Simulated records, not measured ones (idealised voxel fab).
process module | voxel capacitor over wiring
cross-section cut | 280 nm wide | cells 5 nm
A cross-section is a grid of square cells, given in bands from the top down. A band is one or more rows of cells.
Each band's line starts with the height of the band's top and of its bottom, in nm. Then come its materials from left to right, each with its width in nm. One material with "throughout" fills the band from edge to edge. "air" is empty space.
Height 0 is the level under which the wafer as received is all one material. The lowest band goes on downwards, as in "0 down".
A width such as "30 to 40" changes by the same amount from each row of cells to the next, from the band's top row to its bottom row.
"no change" after a step means that no cell of the cross-section changed.
closed voids: empty space of 8 cells or more with no open way to the top, each as width x height at its distance from the left edge, in nm
after a step's settings: what the simulator itself notes on the step
overlay nm, on a step with a mask: how far to the right of its planned place the mask lay; to the left if negative
plan
1 op RECEIVE | material Si
2 op CONFORMAL_DEP | material SiO2 | thk nm 15
3 op CONFORMAL_DEP | material SiCN | thk nm 5
4 op DIRECTIONAL_DEP | material lowk | thk nm 25
5 op PATTERN | tone open | mask id METAL_1 | material resist | width nm 20 | pitch nm 90 | thk nm 15 | overlay nm 0
6 op DIRECTIONAL_ETCH | etch materials lowk | depth nm 25
7 op DIRECTIONAL_ETCH | etch materials SiCN | depth nm 5
8 op STRIP | etch materials resist
9 op CONFORMAL_DEP | material TiN | thk nm 5
10 op FILL_DEP | material W | thk nm 5
11 op CMP | height nm 45
12 op EPI | material Ru | thk nm 5
13 op FILL_DEP | material SiCN | thk nm 5
14 op DIRECTIONAL_DEP | material SiO2 | thk nm 20
15 op MASKED_ETCH | tone open | mask id PLUG_1 | width nm 15 | etch materials SiO2 | depth nm 20 | overlay nm 0
16 op MASKED_ETCH | tone open | mask id PLUG_1 | width nm 15 | etch materials SiCN | depth nm 5 | overlay nm 0
17 op CONFORMAL_DEP | material TiN | thk nm 5
18 op FILL_DEP | material W | thk nm 10
19 op CMP | height nm 75
20 op DIRECTIONAL_DEP | material TiN | thk nm 5
21 op DIRECTIONAL_DEP | material SiN | thk nm 5
22 op DIRECTIONAL_DEP | material TiN | thk nm 5
23 op MASKED_ETCH | tone cover | mask id UPPER_PLATE | width nm 75 | etch materials TiN | depth nm 5 | overlay nm 0
24 op MASKED_ETCH | tone cover | mask id UPPER_PLATE | width nm 75 | etch materials SiN | depth nm 5 | overlay nm 0
25 op MASKED_ETCH | tone cover | mask id LOWER_PLATE | width nm 85 | etch materials TiN | depth nm 5 | overlay nm 0
26 op FILL_DEP | material SiO2 | thk nm 20
27 op CMP | height nm 105
28 op PATTERN | tone open | mask id PLUG_2 | material resist | width nm 15 | thk nm 15 | overlay nm 0
29 op DIRECTIONAL_ETCH | etch materials SiO2 | depth nm 15
30 op STRIP | etch materials resist
31 op CONFORMAL_DEP | material TiN | thk nm 5
32 op FILL_DEP | material W | thk nm 10
33 op CMP | height nm 105
34 op CONFORMAL_DEP | material SiN | thk nm 5
as received, after step 1
  0 down: Si throughout
  closed voids: none
first wafer at the end, as planned
  110 to 105: SiN throughout
  105 to 95: SiO2 100 | TiN 5 | W 5 | TiN 5 | SiO2 165
  95 to 85: SiO2 100 to 90 | TiN 15 to 75 | SiO2 165 to 115
  85 to 80: SiO2 90 | SiN 75 | SiO2 115
  80 to 75: SiO2 85 | TiN 85 | SiO2 110
  75 to 55: SiO2 90 | TiN 5 | W 5 | TiN 5 | SiO2 175
  55 to 50: SiCN 90 | TiN 15 | SiCN 175
  50 to 45: SiCN 80 | Ru 30 | SiCN 60 | Ru 30 | SiCN 80
  45 to 20: lowk 85 | TiN 5 | W 10 | TiN 5 | lowk 70 | TiN 5 | W 10 | TiN 5 | lowk 85
  20 to 15: SiCN 85 | TiN 20 | SiCN 70 | TiN 20 | SiCN 85
  15 to 0: SiO2 throughout
  0 down: Si throughout
  closed voids: none
second wafer at the end: like start, like plan, one mistake
  110 to 105: SiN throughout
  105 to 95: SiO2 100 | TiN 5 | W 5 | TiN 5 | SiO2 165
  95 to 85: SiO2 100 to 90 | TiN 15 to 75 | SiO2 165 to 115
  85 to 80: SiO2 90 | SiN 75 | SiO2 115
  80 to 75: SiO2 85 | TiN 85 | SiO2 110
  75 to 55: SiO2 90 | TiN 5 | W 5 | TiN 5 | SiO2 175
  55 to 50: SiCN 90 | TiN 15 | SiCN 175
  50 to 45: SiCN 80 | Ru 30 | SiCN 60 | Ru 30 | SiCN 80
  45 to 35: lowk 85 | TiN 5 | W 10 | TiN 5 | lowk 70 | TiN 5 | W 10 | TiN 5 | lowk 85
  35 to 30: SiCN 85 | TiN 20 | SiCN 70 | TiN 20 | SiCN 85
  30 to 0: SiO2 throughout
  0 down: Si throughout
  closed voids: none
what went wrong: step 2 was run twice
at the end the second wafer has, in cells: 168 more of SiO2 | 12 fewer of TiN | 12 fewer of W | 144 fewer of lowk
